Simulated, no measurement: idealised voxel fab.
process module | voxel transistor to metal
cross-section cut | 295 nm wide | cells 5 nm
A cross-section is a grid of square cells, given in bands from the top down. A band is one or more rows of cells.
Each band's line starts with the height of the band's top and of its bottom, in nm. Then come its materials from left to right, each with its width in nm. One material with "throughout" fills the band from edge to edge. "air" is empty space.
Height 0 is the level under which the wafer as received is all one material. The lowest band goes on downwards, as in "0 down".
A width such as "30 to 40" changes by the same amount from each row of cells to the next, from the band's top row to its bottom row.
"no change" after a step means that no cell of the cross-section changed.
closed voids: empty space of 8 cells or more with no open way to the top, each as width x height at its distance from the left edge, in nm
after a step's settings: what the simulator itself notes on the step
overlay nm, on a step with a mask: how far to the right of its planned place the mask lay; to the left if negative
Each pair below shows a cross-section before one step and the cross-section after it, down to the lowest band that changed. The line under each pair gives the step between them, with its settings. The pairs can come from different runs of this module on the same starting wafer, so a pair continues from the pair above only where its "before" says so.
before
  45 to 30: SiO2 30 | TiN 5 | W 10 | TiN 5 | SiO2 55 | TiN 5 | W 10 | TiN 5 | SiO2 40 | TiN 5 | W 10 | TiN 5 | SiO2 55 | TiN 5 | W 10 | TiN 5 | SiO2 35
  30 to 20: SiO2 30 | TiN 5 | W 10 | TiN 5 | SiO2 15 | SiN 5 | polySi 15 | SiN 5 | SiO2 15 | TiN 5 | W 10 | TiN 5 | SiO2 40 | TiN 5 | W 10 | TiN 5 | SiO2 15 | SiN 5 | polySi 15 | SiN 5 | SiO2 15 | TiN 5 | W 10 | TiN 5 | SiO2 35
  20 to 15: SiO2 30 | TiN 20 | SiO2 55 | TiN 20 | SiO2 40 | TiN 20 | SiO2 55 | TiN 20 | SiO2 35
  15 to 0: SiO2 20 | SiN 115 | SiO2 20 | SiN 115 | SiO2 25
  0 to -5: SiO2 throughout
  -5 to -40: SiO2 20 | Si 115 | SiO2 20 | Si 115 | SiO2 25
  -40 down: Si throughout
  closed voids: none
after
  50 to 45: TiN throughout
  below 45: unchanged
  closed voids: none
the step between: op DIRECTIONAL_DEP | material TiN | thk nm 5
before: the cross-section after the pair above
after
  70 to 50: Ru throughout
  below 50: unchanged
  closed voids: none
the step between: op DIRECTIONAL_DEP | material Ru | thk nm 20
before: the cross-section after the pair above
after
  85 to 70: aC throughout
  below 70: unchanged
  closed voids: none
the step between: op DIRECTIONAL_DEP | material aC | thk nm 15
before: the cross-section after the pair above
after
  115 to 85: air 30 | resist 20 | air 55 | resist 20 | air 40 | resist 20 | air 55 | resist 20 | air 35
  below 85: unchanged
  closed voids: none
the step between: op PATTERN | tone cover | mask id METAL_1 | material resist | width nm 20 | thk nm 30 | overlay nm 0
before: the cross-section after the pair above
after
  100 to 85: air 30 | resist 20 | air 55 | resist 20 | air 40 | resist 20 | air 55 | resist 20 | air 35
  85 to 70: air 30 | aC 20 | air 55 | aC 20 | air 40 | aC 20 | air 55 | aC 20 | air 35
  below 70: unchanged
  closed voids: none
the step between: op DIRECTIONAL_ETCH | etch materials aC | depth nm 15
before: the cross-section after the pair above
after
  85 to 70: air 30 | aC 20 | air 55 | aC 20 | air 40 | aC 20 | air 55 | aC 20 | air 35
  below 70: unchanged
  closed voids: none
the step between: op STRIP | etch materials resist
before: the cross-section after the pair above
after
  85 to 70: air 30 | aC 20 | air 55 | aC 20 | air 40 | aC 20 | air 55 | aC 20 | air 35
  70 to 50: air 30 | Ru 20 | air 55 | Ru 20 | air 40 | Ru 20 | air 55 | Ru 20 | air 35
  below 50: unchanged
  closed voids: none
the step between: op DIRECTIONAL_ETCH | etch materials Ru | depth nm 20
before: the cross-section after the pair above
after
  85 to 70: air 30 | aC 20 | air 55 | aC 20 | air 40 | aC 20 | air 55 | aC 20 | air 35
  70 to 50: air 30 | Ru 20 | air 55 | Ru 20 | air 40 | Ru 20 | air 55 | Ru 20 | air 35
  50 to 45: air 30 | TiN 20 | air 55 | TiN 20 | air 40 | TiN 20 | air 55 | TiN 20 | air 35
  below 45: unchanged
  closed voids: none
the step between: op DIRECTIONAL_ETCH | etch materials TiN | depth nm 5
before: the cross-section after the pair above
after
  70 to 50: air 30 | Ru 20 | air 55 | Ru 20 | air 40 | Ru 20 | air 55 | Ru 20 | air 35
  below 50: unchanged
  closed voids: none
the step between: op STRIP | etch materials aC
before: the cross-section after the pair above
after
  75 to 70: air 25 | SiCN 30 | air 45 | SiCN 30 | air 30 | SiCN 30 | air 45 | SiCN 30 | air 30
  70 to 50: air 25 | SiCN 5 | Ru 20 | SiCN 5 | air 45 | SiCN 5 | Ru 20 | SiCN 5 | air 30 | SiCN 5 | Ru 20 | SiCN 5 | air 45 | SiCN 5 | Ru 20 | SiCN 5 | air 30
  50 to 45: SiCN 30 | TiN 20 | SiCN 55 | TiN 20 | SiCN 40 | TiN 20 | SiCN 55 | TiN 20 | SiCN 35
  below 45: unchanged
  closed voids: none
the step between: op CONFORMAL_DEP | material SiCN | thk nm 5
before: the cross-section after the pair above
after
  85 to 75: SiO2 throughout
  75 to 70: SiO2 25 | SiCN 30 | SiO2 45 | SiCN 30 | SiO2 30 | SiCN 30 | SiO2 45 | SiCN 30 | SiO2 30
  70 to 50: SiO2 25 | SiCN 5 | Ru 20 | SiCN 5 | SiO2 45 | SiCN 5 | Ru 20 | SiCN 5 | SiO2 30 | SiCN 5 | Ru 20 | SiCN 5 | SiO2 45 | SiCN 5 | Ru 20 | SiCN 5 | SiO2 30
  below 50: unchanged
  closed voids: none
the step between: op FILL_DEP | material SiO2 | thk nm 10
before: the cross-section after the pair above
after
  70 to 50: SiO2 25 | SiCN 5 | Ru 20 | SiCN 5 | SiO2 45 | SiCN 5 | Ru 20 | SiCN 5 | SiO2 30 | SiCN 5 | Ru 20 | SiCN 5 | SiO2 45 | SiCN 5 | Ru 20 | SiCN 5 | SiO2 30
  below 50: unchanged
  closed voids: none
the step between: op CMP | height nm 70
before: the cross-section after the pair above
after
  75 to 70: SiN throughout
  below 70: unchanged
  closed voids: none
the step between: op CONFORMAL_DEP | material SiN | thk nm 5
before
  15 to 0: air 20 | SiN 115 | air 20 | SiN 115 | air 25
  0 to -5: air 20 | SiO2 115 | air 20 | SiO2 115 | air 25
  -5 to -40: air 20 | Si 115 | air 20 | Si 115 | air 25
  -40 down: Si throughout
  closed voids: none
after
  15 to 0: air 20 | SiN 115 | air 20 | SiN 115 | air 25
  0 to -5: air 20 | SiO2 115 | air 20 | SiO2 115 | air 25
  -5 to -75: air 20 | Si 115 | air 20 | Si 115 | air 25
  below -75: unchanged
  closed voids: none
the step between: op MASKED_ETCH | tone cover | mask id ACTIVE | width nm 115 | pitch nm 135 | etch materials Si | depth nm 35 | overlay nm 0
before: the cross-section after the pair above
after
  30 to 15: SiO2 throughout
  15 to 0: SiO2 20 | SiN 115 | SiO2 20 | SiN 115 | SiO2 25
  0 to -5: SiO2 throughout
  -5 to -75: SiO2 20 | Si 115 | SiO2 20 | Si 115 | SiO2 25
  below -75: unchanged
  closed voids: none
the step between: op FILL_DEP | material SiO2 | thk nm 15
before: the cross-section after the pair above
after
  15 to 0: SiO2 20 | SiN 115 | SiO2 20 | SiN 115 | SiO2 25
  below 0: unchanged
  closed voids: none
the step between: op CMP | height nm 15
before: the cross-section after the pair above
after
  15 to 10: air 20 | SiN 115 | air 20 | SiN 115 | air 25
  below 10: unchanged
  closed voids: none
the step between: op SELECTIVE_ETCH | etch materials SiO2 | depth nm 5
before: the cross-section after the pair above
after
  10 to 0: SiO2 20 | air 115 | SiO2 20 | air 115 | SiO2 25
  below 0: unchanged
  closed voids: none
the step between: op STRIP | etch materials SiN
before: the cross-section after the pair above
after
  5 to -5: SiO2 15 | air 125 | SiO2 10 | air 125 | SiO2 20
  below -5: unchanged
  closed voids: none
the step between: op SELECTIVE_ETCH | etch materials SiO2 | depth nm 5
before: the cross-section after the pair above
after
  5 to -5: SiO2 15 | air 125 | SiO2 10 | air 125 | SiO2 20
  -5 to -10: SiO2 throughout
  below -10: unchanged
  closed voids: none
the step between: op OXIDIZE | depth nm 5
before: the cross-section after the pair above
after
  25 to 15: polySi 15 | air 125 | polySi 10 | air 125 | polySi 20
  15 to 5: polySi throughout
  5 to -5: SiO2 15 | polySi 125 | SiO2 10 | polySi 125 | SiO2 20
  below -5: unchanged
  closed voids: none
the step between: op DIRECTIONAL_DEP | material polySi | thk nm 20
before: the cross-section after the pair above
after
  40 to 30: SiCN 15 | air 125 | SiCN 10 | air 125 | SiCN 20
  30 to 25: SiCN throughout
  25 to 15: polySi 15 | SiCN 125 | polySi 10 | SiCN 125 | polySi 20
  below 15: unchanged
  closed voids: none
the step between: op DIRECTIONAL_DEP | material SiCN | thk nm 15
before: the cross-section after the pair above
after
  55 to 45: aC 15 | air 125 | aC 10 | air 125 | aC 20
  45 to 40: aC throughout
  40 to 30: SiCN 15 | aC 125 | SiCN 10 | aC 125 | SiCN 20
  below 30: unchanged
  closed voids: none
the step between: op DIRECTIONAL_DEP | material aC | thk nm 15
before: the cross-section after the pair above
after
  90 to 55: air 70 | resist 15 | air 120 | resist 15 | air 75
  55 to 45: aC 15 | air 55 | resist 15 | air 55 | aC 10 | air 55 | resist 15 | air 55 | aC 20
  below 45: unchanged
  closed voids: none
the step between: op PATTERN | tone cover | mask id GATE | material resist | width nm 15 | pitch nm 135 | thk nm 35 | overlay nm 0
before: the cross-section after the pair above
after
  75 to 45: air 70 | resist 15 | air 120 | resist 15 | air 75
  45 to 40: air 70 | aC 15 | air 120 | aC 15 | air 75
  40 to 30: SiCN 15 | air 55 | aC 15 | air 55 | SiCN 10 | air 55 | aC 15 | air 55 | SiCN 20
  below 30: unchanged
  closed voids: none
the step between: op DIRECTIONAL_ETCH | etch materials aC | depth nm 15
before: the cross-section after the pair above
after
  45 to 40: air 70 | aC 15 | air 120 | aC 15 | air 75
  below 40: unchanged
  closed voids: none
the step between: op STRIP | etch materials resist
before: the cross-section after the pair above
after
  45 to 30: air 70 | aC 15 | air 120 | aC 15 | air 75
  30 to 25: air 70 | SiCN 15 | air 120 | SiCN 15 | air 75
  25 to 15: polySi 15 | air 55 | SiCN 15 | air 55 | polySi 10 | air 55 | SiCN 15 | air 55 | polySi 20
  below 15: unchanged
  closed voids: none
the step between: op DIRECTIONAL_ETCH | etch materials SiCN | depth nm 25
before: the cross-section after the pair above
after
  45 to 30: air 70 | aC 15 | air 120 | aC 15 | air 75
  30 to 15: air 70 | SiCN 15 | air 120 | SiCN 15 | air 75
  15 to 5: air 70 | polySi 15 | air 120 | polySi 15 | air 75
  5 to -5: SiO2 15 | air 55 | polySi 15 | air 55 | SiO2 10 | air 55 | polySi 15 | air 55 | SiO2 20
  below -5: unchanged
  closed voids: none
the step between: op DIRECTIONAL_ETCH | etch materials polySi | depth nm 30
before: the cross-section after the pair above
after
  30 to 15: air 70 | SiCN 15 | air 120 | SiCN 15 | air 75
  below 15: unchanged
  closed voids: none
the step between: op STRIP | etch materials aC
before: the cross-section after the pair above
after
  35 to 30: air 65 | SiN 25 | air 110 | SiN 25 | air 70
  30 to 15: air 65 | SiN 5 | SiCN 15 | SiN 5 | air 110 | SiN 5 | SiCN 15 | SiN 5 | air 70
  15 to 10: air 65 | SiN 5 | polySi 15 | SiN 5 | air 110 | SiN 5 | polySi 15 | SiN 5 | air 70
  10 to 5: SiN 20 | air 45 | SiN 5 | polySi 15 | SiN 5 | air 45 | SiN 20 | air 45 | SiN 5 | polySi 15 | SiN 5 | air 45 | SiN 25
  5 to 0: SiO2 15 | SiN 5 | air 45 | SiN 5 | polySi 15 | SiN 5 | air 45 | SiN 5 | SiO2 10 | SiN 5 | air 45 | SiN 5 | polySi 15 | SiN 5 | air 45 | SiN 5 | SiO2 20
  0 to -5: SiO2 15 | SiN 55 | polySi 15 | SiN 55 | SiO2 10 | SiN 55 | polySi 15 | SiN 55 | SiO2 20
  below -5: unchanged
  closed voids: none
the step between: op CONFORMAL_DEP | material SiN | thk nm 5
before: the cross-section after the pair above
after
  30 to 15: air 65 | SiN 5 | SiCN 15 | SiN 5 | air 110 | SiN 5 | SiCN 15 | SiN 5 | air 70
  15 to 5: air 65 | SiN 5 | polySi 15 | SiN 5 | air 110 | SiN 5 | polySi 15 | SiN 5 | air 70
  5 to -5: SiO2 15 | SiN 5 | air 45 | SiN 5 | polySi 15 | SiN 5 | air 45 | SiN 5 | SiO2 10 | SiN 5 | air 45 | SiN 5 | polySi 15 | SiN 5 | air 45 | SiN 5 | SiO2 20
  below -5: unchanged
  closed voids: none
the step between: op DIRECTIONAL_ETCH | etch materials SiN | depth nm 5
before: the cross-section after the pair above
after
  30 to 15: air 65 | SiN 5 | SiCN 15 | SiN 5 | air 110 | SiN 5 | SiCN 15 | SiN 5 | air 70
  15 to 5: air 65 | SiN 5 | polySi 15 | SiN 5 | air 110 | SiN 5 | polySi 15 | SiN 5 | air 70
  5 to 0: air 15 | SiN 5 | air 45 | SiN 5 | polySi 15 | SiN 5 | air 45 | SiN 5 | air 10 | SiN 5 | air 45 | SiN 5 | polySi 15 | SiN 5 | air 45 | SiN 5 | air 20
  0 to -5: SiO2 15 | SiN 5 | air 45 | SiN 5 | polySi 15 | SiN 5 | air 45 | SiN 5 | SiO2 10 | SiN 5 | air 45 | SiN 5 | polySi 15 | SiN 5 | air 45 | SiN 5 | SiO2 20
  -5 to -10: SiO2 20 | air 45 | SiO2 25 | air 45 | SiO2 20 | air 45 | SiO2 25 | air 45 | SiO2 25
  below -10: unchanged
  closed voids: none
the step between: op DIRECTIONAL_ETCH | etch materials SiO2 | depth nm 5
before: the cross-section after the pair above
after
  30 to 15: air 65 | SiN 5 | SiCN 15 | SiN 5 | air 110 | SiN 5 | SiCN 15 | SiN 5 | air 70
  15 to 5: air 65 | SiN 5 | polySi 15 | SiN 5 | air 110 | SiN 5 | polySi 15 | SiN 5 | air 70
  5 to 0: air 15 | SiN 5 | air 45 | SiN 5 | polySi 15 | SiN 5 | air 45 | SiN 5 | air 10 | SiN 5 | air 45 | SiN 5 | polySi 15 | SiN 5 | air 45 | SiN 5 | air 20
  0 to -5: SiO2 15 | SiN 5 | air 45 | SiN 5 | polySi 15 | SiN 5 | air 45 | SiN 5 | SiO2 10 | SiN 5 | air 45 | SiN 5 | polySi 15 | SiN 5 | air 45 | SiN 5 | SiO2 20
  -5 to -10: SiO2 20 | air 45 | SiO2 25 | air 45 | SiO2 20 | air 45 | SiO2 25 | air 45 | SiO2 25
  -10 to -15: SiO2 20 | air 45 | Si 25 | air 45 | SiO2 20 | air 45 | Si 25 | air 45 | SiO2 25
  below -15: unchanged
  closed voids: none
the step between: op DIRECTIONAL_ETCH | etch materials Si | depth nm 5
before: the cross-section after the pair above
after
  30 to 15: air 65 | SiN 5 | SiCN 15 | SiN 5 | air 110 | SiN 5 | SiCN 15 | SiN 5 | air 70
  15 to 5: air 65 | SiN 5 | polySi 15 | SiN 5 | air 110 | SiN 5 | polySi 15 | SiN 5 | air 70
  5 to 0: air 15 | SiN 5 | air 45 | SiN 5 | polySi 15 | SiN 5 | air 45 | SiN 5 | air 10 | SiN 5 | air 45 | SiN 5 | polySi 15 | SiN 5 | air 45 | SiN 5 | air 20
  0 to -5: SiO2 15 | SiN 5 | air 35 | pSi 10 | SiN 5 | polySi 15 | SiN 5 | pSi 10 | air 35 | SiN 5 | SiO2 10 | SiN 5 | air 35 | pSi 10 | SiN 5 | polySi 15 | SiN 5 | pSi 10 | air 35 | SiN 5 | SiO2 20
  -5 to -10: SiO2 20 | pSi 45 | SiO2 25 | pSi 45 | SiO2 20 | pSi 45 | SiO2 25 | pSi 45 | SiO2 25
  -10 to -15: SiO2 20 | pSi 45 | Si 25 | pSi 45 | SiO2 20 | pSi 45 | Si 25 | pSi 45 | SiO2 25
  below -15: unchanged
  closed voids: none
the step between: op EPI | material pSi | thk nm 10
before: the cross-section after the pair above
after
  40 to 30: SiO2 throughout
  30 to 15: SiO2 65 | SiN 5 | SiCN 15 | SiN 5 | SiO2 110 | SiN 5 | SiCN 15 | SiN 5 | SiO2 70
  15 to 5: SiO2 65 | SiN 5 | polySi 15 | SiN 5 | SiO2 110 | SiN 5 | polySi 15 | SiN 5 | SiO2 70
  5 to 0: SiO2 15 | SiN 5 | SiO2 45 | SiN 5 | polySi 15 | SiN 5 | SiO2 45 | SiN 5 | SiO2 10 | SiN 5 | SiO2 45 | SiN 5 | polySi 15 | SiN 5 | SiO2 45 | SiN 5 | SiO2 20
  0 to -5: SiO2 15 | SiN 5 | SiO2 35 | pSi 10 | SiN 5 | polySi 15 | SiN 5 | pSi 10 | SiO2 35 | SiN 5 | SiO2 10 | SiN 5 | SiO2 35 | pSi 10 | SiN 5 | polySi 15 | SiN 5 | pSi 10 | SiO2 35 | SiN 5 | SiO2 20
  below -5: unchanged
  closed voids: none
the step between: op FILL_DEP | material SiO2 | thk nm 10
before: the cross-section after the pair above
after
  30 to 15: SiO2 65 | SiN 5 | SiCN 15 | SiN 5 | SiO2 110 | SiN 5 | SiCN 15 | SiN 5 | SiO2 70
  below 15: unchanged
  closed voids: none
the step between: op CMP | height nm 30
before: the cross-section after the pair above
after
  45 to 30: SiO2 throughout
  below 30: unchanged
  closed voids: none
the step between: op DIRECTIONAL_DEP | material SiO2 | thk nm 15
before: the cross-section after the pair above
after
  45 to 30: SiO2 30 | air 20 | SiO2 55 | air 20 | SiO2 40 | air 20 | SiO2 55 | air 20 | SiO2 35
  30 to 15: SiO2 30 | air 20 | SiO2 15 | SiN 5 | SiCN 15 | SiN 5 | SiO2 15 | air 20 | SiO2 40 | air 20 | SiO2 15 | SiN 5 | SiCN 15 | SiN 5 | SiO2 15 | air 20 | SiO2 35
  15 to 5: SiO2 30 | air 20 | SiO2 15 | SiN 5 | polySi 15 | SiN 5 | SiO2 15 | air 20 | SiO2 40 | air 20 | SiO2 15 | SiN 5 | polySi 15 | SiN 5 | SiO2 15 | air 20 | SiO2 35
  5 to 0: SiO2 15 | SiN 5 | SiO2 10 | air 20 | SiO2 15 | SiN 5 | polySi 15 | SiN 5 | SiO2 15 | air 20 | SiO2 10 | SiN 5 | SiO2 10 | SiN 5 | SiO2 10 | air 20 | SiO2 15 | SiN 5 | polySi 15 | SiN 5 | SiO2 15 | air 20 | SiO2 10 | SiN 5 | SiO2 20
  0 to -5: SiO2 15 | SiN 5 | SiO2 10 | air 20 | SiO2 5 | pSi 10 | SiN 5 | polySi 15 | SiN 5 | pSi 10 | SiO2 5 | air 20 | SiO2 10 | SiN 5 | SiO2 10 | SiN 5 | SiO2 10 | air 20 | SiO2 5 | pSi 10 | SiN 5 | polySi 15 | SiN 5 | pSi 10 | SiO2 5 | air 20 | SiO2 10 | SiN 5 | SiO2 20
  below -5: unchanged
  closed voids: none
the step between: op MASKED_ETCH | tone open | mask id CONTACT | width nm 20 | etch materials SiO2 | depth nm 50 | overlay nm 0
before: the cross-section after the pair above
after
  50 to 45: TiN 35 | air 10 | TiN 65 | air 10 | TiN 50 | air 10 | TiN 65 | air 10 | TiN 40
  45 to 30: SiO2 30 | TiN 5 | air 10 | TiN 5 | SiO2 55 | TiN 5 | air 10 | TiN 5 | SiO2 40 | TiN 5 | air 10 | TiN 5 | SiO2 55 | TiN 5 | air 10 | TiN 5 | SiO2 35
  30 to 15: SiO2 30 | TiN 5 | air 10 | TiN 5 | SiO2 15 | SiN 5 | SiCN 15 | SiN 5 | SiO2 15 | TiN 5 | air 10 | TiN 5 | SiO2 40 | TiN 5 | air 10 | TiN 5 | SiO2 15 | SiN 5 | SiCN 15 | SiN 5 | SiO2 15 | TiN 5 | air 10 | TiN 5 | SiO2 35
  15 to 5: SiO2 30 | TiN 5 | air 10 | TiN 5 | SiO2 15 | SiN 5 | polySi 15 | SiN 5 | SiO2 15 | TiN 5 | air 10 | TiN 5 | SiO2 40 | TiN 5 | air 10 | TiN 5 | SiO2 15 | SiN 5 | polySi 15 | SiN 5 | SiO2 15 | TiN 5 | air 10 | TiN 5 | SiO2 35
  5 to 0: SiO2 15 | SiN 5 | SiO2 10 | TiN 5 | air 10 | TiN 5 | SiO2 15 | SiN 5 | polySi 15 | SiN 5 | SiO2 15 | TiN 5 | air 10 | TiN 5 | SiO2 10 | SiN 5 | SiO2 10 | SiN 5 | SiO2 10 | TiN 5 | air 10 | TiN 5 | SiO2 15 | SiN 5 | polySi 15 | SiN 5 | SiO2 15 | TiN 5 | air 10 | TiN 5 | SiO2 10 | SiN 5 | SiO2 20
  0 to -5: SiO2 15 | SiN 5 | SiO2 10 | TiN 20 | SiO2 5 | pSi 10 | SiN 5 | polySi 15 | SiN 5 | pSi 10 | SiO2 5 | TiN 20 | SiO2 10 | SiN 5 | SiO2 10 | SiN 5 | SiO2 10 | TiN 20 | SiO2 5 | pSi 10 | SiN 5 | polySi 15 | SiN 5 | pSi 10 | SiO2 5 | TiN 20 | SiO2 10 | SiN 5 | SiO2 20
  below -5: unchanged
  closed voids: none
the step between: op CONFORMAL_DEP | material TiN | thk nm 5
before: the cross-section after the pair above
after
  60 to 50: W throughout
  50 to 45: TiN 35 | W 10 | TiN 65 | W 10 | TiN 50 | W 10 | TiN 65 | W 10 | TiN 40
  45 to 30: SiO2 30 | TiN 5 | W 10 | TiN 5 | SiO2 55 | TiN 5 | W 10 | TiN 5 | SiO2 40 | TiN 5 | W 10 | TiN 5 | SiO2 55 | TiN 5 | W 10 | TiN 5 | SiO2 35
  30 to 15: SiO2 30 | TiN 5 | W 10 | TiN 5 | SiO2 15 | SiN 5 | SiCN 15 | SiN 5 | SiO2 15 | TiN 5 | W 10 | TiN 5 | SiO2 40 | TiN 5 | W 10 | TiN 5 | SiO2 15 | SiN 5 | SiCN 15 | SiN 5 | SiO2 15 | TiN 5 | W 10 | TiN 5 | SiO2 35
  15 to 5: SiO2 30 | TiN 5 | W 10 | TiN 5 | SiO2 15 | SiN 5 | polySi 15 | SiN 5 | SiO2 15 | TiN 5 | W 10 | TiN 5 | SiO2 40 | TiN 5 | W 10 | TiN 5 | SiO2 15 | SiN 5 | polySi 15 | SiN 5 | SiO2 15 | TiN 5 | W 10 | TiN 5 | SiO2 35
  5 to 0: SiO2 15 | SiN 5 | SiO2 10 | TiN 5 | W 10 | TiN 5 | SiO2 15 | SiN 5 | polySi 15 | SiN 5 | SiO2 15 | TiN 5 | W 10 | TiN 5 | SiO2 10 | SiN 5 | SiO2 10 | SiN 5 | SiO2 10 | TiN 5 | W 10 | TiN 5 | SiO2 15 | SiN 5 | polySi 15 | SiN 5 | SiO2 15 | TiN 5 | W 10 | TiN 5 | SiO2 10 | SiN 5 | SiO2 20
  below 0: unchanged
  closed voids: none
the step between: op FILL_DEP | material W | thk nm 10
before: the cross-section after the pair above
after
  45 to 30: SiO2 30 | TiN 5 | W 10 | TiN 5 | SiO2 55 | TiN 5 | W 10 | TiN 5 | SiO2 40 | TiN 5 | W 10 | TiN 5 | SiO2 55 | TiN 5 | W 10 | TiN 5 | SiO2 35
  below 30: unchanged
  closed voids: none
the step between: op CMP | height nm 45
before: the cross-section after the pair above
after
  50 to 45: TiN throughout
  below 45: unchanged
  closed voids: none
the step between: op DIRECTIONAL_DEP | material TiN | thk nm 5
before: the cross-section after the pair above
after
  70 to 50: Ru throughout
  below 50: unchanged
  closed voids: none
the step between: op DIRECTIONAL_DEP | material Ru | thk nm 20
before: the cross-section after the pair above
after
  85 to 70: aC throughout
  below 70: unchanged
  closed voids: none
the step between: op DIRECTIONAL_DEP | material aC | thk nm 15
before: the cross-section after the pair above
after
  115 to 85: air 30 | resist 20 | air 55 | resist 20 | air 40 | resist 20 | air 55 | resist 20 | air 35
  below 85: unchanged
  closed voids: none
the step between: op PATTERN | tone cover | mask id METAL_1 | material resist | width nm 20 | thk nm 30 | overlay nm 0
before: the cross-section after the pair above
after
  100 to 85: air 30 | resist 20 | air 55 | resist 20 | air 40 | resist 20 | air 55 | resist 20 | air 35
  85 to 70: air 30 | aC 20 | air 55 | aC 20 | air 40 | aC 20 | air 55 | aC 20 | air 35
  below 70: unchanged
  closed voids: none
the step between: op DIRECTIONAL_ETCH | etch materials aC | depth nm 15
before: the cross-section after the pair above
after
  85 to 70: air 30 | aC 20 | air 55 | aC 20 | air 40 | aC 20 | air 55 | aC 20 | air 35
  below 70: unchanged
  closed voids: none
the step between: op STRIP | etch materials resist
before: the cross-section after the pair above
after
  85 to 70: air 30 | aC 20 | air 55 | aC 20 | air 40 | aC 20 | air 55 | aC 20 | air 35
  70 to 50: air 30 | Ru 20 | air 55 | Ru 20 | air 40 | Ru 20 | air 55 | Ru 20 | air 35
  below 50: unchanged
  closed voids: none
the step between: op DIRECTIONAL_ETCH | etch materials Ru | depth nm 20
before: the cross-section after the pair above
after
  85 to 70: air 30 | aC 20 | air 55 | aC 20 | air 40 | aC 20 | air 55 | aC 20 | air 35
  70 to 50: air 30 | Ru 20 | air 55 | Ru 20 | air 40 | Ru 20 | air 55 | Ru 20 | air 35
  50 to 45: air 30 | TiN 20 | air 55 | TiN 20 | air 40 | TiN 20 | air 55 | TiN 20 | air 35
  below 45: unchanged
  closed voids: none
the step between: op DIRECTIONAL_ETCH | etch materials TiN | depth nm 5
before: the cross-section after the pair above
after
  70 to 50: air 30 | Ru 20 | air 55 | Ru 20 | air 40 | Ru 20 | air 55 | Ru 20 | air 35
  below 50: unchanged
  closed voids: none
the step between: op STRIP | etch materials aC
before: the cross-section after the pair above
after
  75 to 70: air 25 | SiCN 30 | air 45 | SiCN 30 | air 30 | SiCN 30 | air 45 | SiCN 30 | air 30
  70 to 50: air 25 | SiCN 5 | Ru 20 | SiCN 5 | air 45 | SiCN 5 | Ru 20 | SiCN 5 | air 30 | SiCN 5 | Ru 20 | SiCN 5 | air 45 | SiCN 5 | Ru 20 | SiCN 5 | air 30
  50 to 45: SiCN 30 | TiN 20 | SiCN 55 | TiN 20 | SiCN 40 | TiN 20 | SiCN 55 | TiN 20 | SiCN 35
  below 45: unchanged
  closed voids: none
the step between: op CONFORMAL_DEP | material SiCN | thk nm 5
before: the cross-section after the pair above
after
  85 to 75: SiO2 throughout
  75 to 70: SiO2 25 | SiCN 30 | SiO2 45 | SiCN 30 | SiO2 30 | SiCN 30 | SiO2 45 | SiCN 30 | SiO2 30
  70 to 50: SiO2 25 | SiCN 5 | Ru 20 | SiCN 5 | SiO2 45 | SiCN 5 | Ru 20 | SiCN 5 | SiO2 30 | SiCN 5 | Ru 20 | SiCN 5 | SiO2 45 | SiCN 5 | Ru 20 | SiCN 5 | SiO2 30
  below 50: unchanged
  closed voids: none
the step between: op FILL_DEP | material SiO2 | thk nm 10
before: the cross-section after the pair above
after
  70 to 50: SiO2 25 | SiCN 5 | Ru 20 | SiCN 5 | SiO2 45 | SiCN 5 | Ru 20 | SiCN 5 | SiO2 30 | SiCN 5 | Ru 20 | SiCN 5 | SiO2 45 | SiCN 5 | Ru 20 | SiCN 5 | SiO2 30
  below 50: unchanged
  closed voids: none
the step between: op CMP | height nm 70
before: the cross-section after the pair above
after
  75 to 70: SiN throughout
  below 70: unchanged
  closed voids: none
the step between: op CONFORMAL_DEP | material SiN | thk nm 5
before
  45 to 30: SiO2 30 | TiN 5 | W 10 | TiN 5 | SiO2 55 | TiN 5 | W 10 | TiN 5 | SiO2 40 | TiN 5 | W 10 | TiN 5 | SiO2 55 | TiN 5 | W 10 | TiN 5 | SiO2 35
  30 to 15: SiO2 30 | TiN 5 | W 10 | TiN 5 | SiO2 15 | SiN 5 | SiCN 15 | SiN 5 | SiO2 15 | TiN 5 | W 10 | TiN 5 | SiO2 40 | TiN 5 | W 10 | TiN 5 | SiO2 15 | SiN 5 | SiCN 15 | SiN 5 | SiO2 15 | TiN 5 | W 10 | TiN 5 | SiO2 35
  15 to 5: SiO2 30 | TiN 5 | W 10 | TiN 5 | SiO2 15 | SiN 5 | polySi 15 | SiN 5 | SiO2 15 | TiN 5 | W 10 | TiN 5 | SiO2 40 | TiN 5 | W 10 | TiN 5 | SiO2 15 | SiN 5 | polySi 15 | SiN 5 | SiO2 15 | TiN 5 | W 10 | TiN 5 | SiO2 35
  5 to 0: SiO2 15 | SiN 5 | SiO2 10 | TiN 5 | W 10 | TiN 5 | SiO2 15 | SiN 5 | polySi 15 | SiN 5 | SiO2 15 | TiN 5 | W 10 | TiN 5 | SiO2 10 | SiN 5 | SiO2 10 | SiN 5 | SiO2 10 | TiN 5 | W 10 | TiN 5 | SiO2 15 | SiN 5 | polySi 15 | SiN 5 | SiO2 15 | TiN 5 | W 10 | TiN 5 | SiO2 10 | SiN 5 | SiO2 20
  0 to -5: SiO2 15 | SiN 5 | SiO2 10 | TiN 20 | SiO2 5 | pSi 10 | SiN 5 | polySi 15 | SiN 5 | pSi 10 | SiO2 5 | TiN 20 | SiO2 10 | SiN 5 | SiO2 10 | SiN 5 | SiO2 10 | TiN 20 | SiO2 5 | pSi 10 | SiN 5 | polySi 15 | SiN 5 | pSi 10 | SiO2 5 | TiN 20 | SiO2 10 | SiN 5 | SiO2 20
  -5 to -10: SiO2 20 | pSi 45 | SiO2 25 | pSi 45 | SiO2 20 | pSi 45 | SiO2 25 | pSi 45 | SiO2 25
  -10 to -15: SiO2 20 | pSi 45 | Si 25 | pSi 45 | SiO2 20 | pSi 45 | Si 25 | pSi 45 | SiO2 25
  -15 to -40: SiO2 20 | Si 115 | SiO2 20 | Si 115 | SiO2 25
  -40 down: Si throughout
  closed voids: none
after
  65 to 45: Ru throughout
  below 45: unchanged
  closed voids: none
the step between: op DIRECTIONAL_DEP | material Ru | thk nm 20
before: the cross-section after the pair above
after
  70 to 65: TiN throughout
  below 65: unchanged
  closed voids: none
the step between: op DIRECTIONAL_DEP | material TiN | thk nm 5
before: the cross-section after the pair above
after
  85 to 70: aC throughout
  below 70: unchanged
  closed voids: none
the step between: op DIRECTIONAL_DEP | material aC | thk nm 15
before: the cross-section after the pair above
after
  115 to 85: air 30 | resist 20 | air 55 | resist 20 | air 40 | resist 20 | air 55 | resist 20 | air 35
  below 85: unchanged
  closed voids: none
the step between: op PATTERN | tone cover | mask id METAL_1 | material resist | width nm 20 | thk nm 30 | overlay nm 0
before: the cross-section after the pair above
after
  100 to 85: air 30 | resist 20 | air 55 | resist 20 | air 40 | resist 20 | air 55 | resist 20 | air 35
  85 to 70: air 30 | aC 20 | air 55 | aC 20 | air 40 | aC 20 | air 55 | aC 20 | air 35
  below 70: unchanged
  closed voids: none
the step between: op DIRECTIONAL_ETCH | etch materials aC | depth nm 15
